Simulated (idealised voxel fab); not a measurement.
Process module, titled voxel transistor to metal
Pictured: cross-section cut, 170 nm wide, on a grid of 5 nm square cells.
The cross-sections in this document take the form of a grid made of square cells. They are written out as bands, in order from top to bottom. Each band consists of one or more rows of cells.
Heads up on the band format: heights come first, top then bottom, in nm. After that it's the materials left to right, each with its width in nm. A single material flagged "everywhere" fills the whole band edge to edge, and "empty" means there's empty space there.
All heights in this document are referenced to 0, defined as the level beneath which the wafer, as received, consists entirely of one material. The lowest band is not bounded below; it extends indefinitely downward and is written in the form "z 0 and below".
It should be noted that a width expressed as "30->40" varies in equal increments from row to row of cells within the band, taking the value of the first number at the top row and that of the second number at the bottom row.
"stayed the same" means the step left every cell of the cross-section as it was.
Under "Cavities, sealed" you'll find the enclosed gaps, the ones with no way out to the top, that are 8 cells or bigger; each reads width x height at distance, with distance counted from the left edge, everything in nm.
Whatever follows a step's settings on its line is a remark the simulator itself makes about that step.
The optional step-line setting "overlay nm" applies to steps with a mask and quantifies how far to the right of its planned location the mask lay, a negative value indicating leftward placement.

Set out below are the planned steps of the process:
1) RECEIVE (material Si)
2) CONFORMAL_DEP (material SiO2; thk nm 5)
3) CONFORMAL_DEP (material SiN; thk nm 15)
4) MASKED_ETCH (tone cover; mask id ACTIVE; width nm 95; etch materials SiN; depth nm 15; overlay nm 0)
5) MASKED_ETCH (tone cover; mask id ACTIVE; width nm 95; etch materials SiO2; depth nm 5; overlay nm 0)
6) MASKED_ETCH (tone cover; mask id ACTIVE; width nm 95; etch materials Si; depth nm 20; overlay nm 0)
7) OXIDIZE (depth nm 5)
8) FILL_DEP (material SiO2; thk nm 15)
9) CMP (height nm 20)
10) SELECTIVE_ETCH (etch materials SiO2; depth nm 10)
11) STRIP (etch materials SiN)
12) SELECTIVE_ETCH (etch materials SiO2; depth nm 5)
13) OXIDIZE (depth nm 5)
14) DIRECTIONAL_DEP (material polySi; thk nm 30)
15) DIRECTIONAL_DEP (material SiCN; thk nm 10)
16) PATTERN (tone cover; mask id GATE; material resist; width nm 15; thk nm 20; overlay nm 0)
17) DIRECTIONAL_ETCH (etch materials SiCN; depth nm 20)
18) DIRECTIONAL_ETCH (etch materials polySi; depth nm 40)
19) STRIP (etch materials resist)
20) CONFORMAL_DEP (material SiN; thk nm 10)
21) DIRECTIONAL_ETCH (etch materials SiN; depth nm 10)
22) DIRECTIONAL_ETCH (etch materials SiO2; depth nm 5)
23) DIRECTIONAL_ETCH (etch materials Si; depth nm 5)
24) EPI (material pSi; thk nm 10)
25) FILL_DEP (material SiO2; thk nm 5)
26) CMP (height nm 40)
27) DIRECTIONAL_DEP (material SiO2; thk nm 15)
28) MASKED_ETCH (tone open; mask id CONTACT; width nm 15; pitch nm 60; etch materials SiO2; depth nm 55; overlay nm 0)
29) CONFORMAL_DEP (material TiN; thk nm 5)
30) FILL_DEP (material Ru; thk nm 10)
31) CMP (height nm 55)
32) CONFORMAL_DEP (material SiN; thk nm 5)
33) DIRECTIONAL_DEP (material SiO2; thk nm 25)
34) PATTERN (tone open; mask id METAL_1; material resist; width nm 15; pitch nm 60; thk nm 15; overlay nm 0)
35) DIRECTIONAL_ETCH (etch materials SiO2; depth nm 25)
36) DIRECTIONAL_ETCH (etch materials SiN; depth nm 5)
37) STRIP (etch materials resist)
38) CONFORMAL_DEP (material TiN; thk nm 5)
39) FILL_DEP (material Cu; thk nm 5)
40) CMP (height nm 85)
41) CONFORMAL_DEP (material SiCN; thk nm 5)

Cross-section: wafer on arrival = after step 1:
    z 0 and below = Si everywhere
    Cavities, sealed: none

Starting structure and process plan are as shown above, but one mistake was made in running the module; the wafer cross-section at the end of the module follows:
    z 90 to 85 = SiCN everywhere
    z 85 to 60 = SiO2=45, TiN=5, Cu=5, TiN=5, SiO2=45, TiN=5, Cu=5, TiN=5, SiO2=50
    z 60 to 55 = SiN=45, TiN=15, SiN=45, TiN=15, SiN=50
    z 55 to 45 = SiO2=45, TiN=5, Ru=5, TiN=5, SiO2=45, TiN=5, Ru=5, TiN=5, SiO2=50
    z 45 to 40 = SiO2=45, TiN=15, SiO2=45, TiN=15, SiO2=50
    z 40 to 35 = SiCN=75, SiN=15, SiCN=80
    z 35 to 30 = polySi=30, SiCN=45, SiN=15, SiCN=45, polySi=35
    z 30 to 5 = polySi=75, SiN=15, polySi=80
    z 5 to 0 = SiO2=30, polySi=45, SiN=15, polySi=45, SiO2=35
    z 0 to -5 = SiO2 everywhere
    z -5 to -25 = SiO2=40, Si=85, SiO2=45
    z -25 and below = Si everywhere
    Cavities, sealed: none
Deviation noted in wafer processing: step 16 ran as: PATTERN (tone open; mask id GATE; material resist; width nm 15; thk nm 20; overlay nm 0)
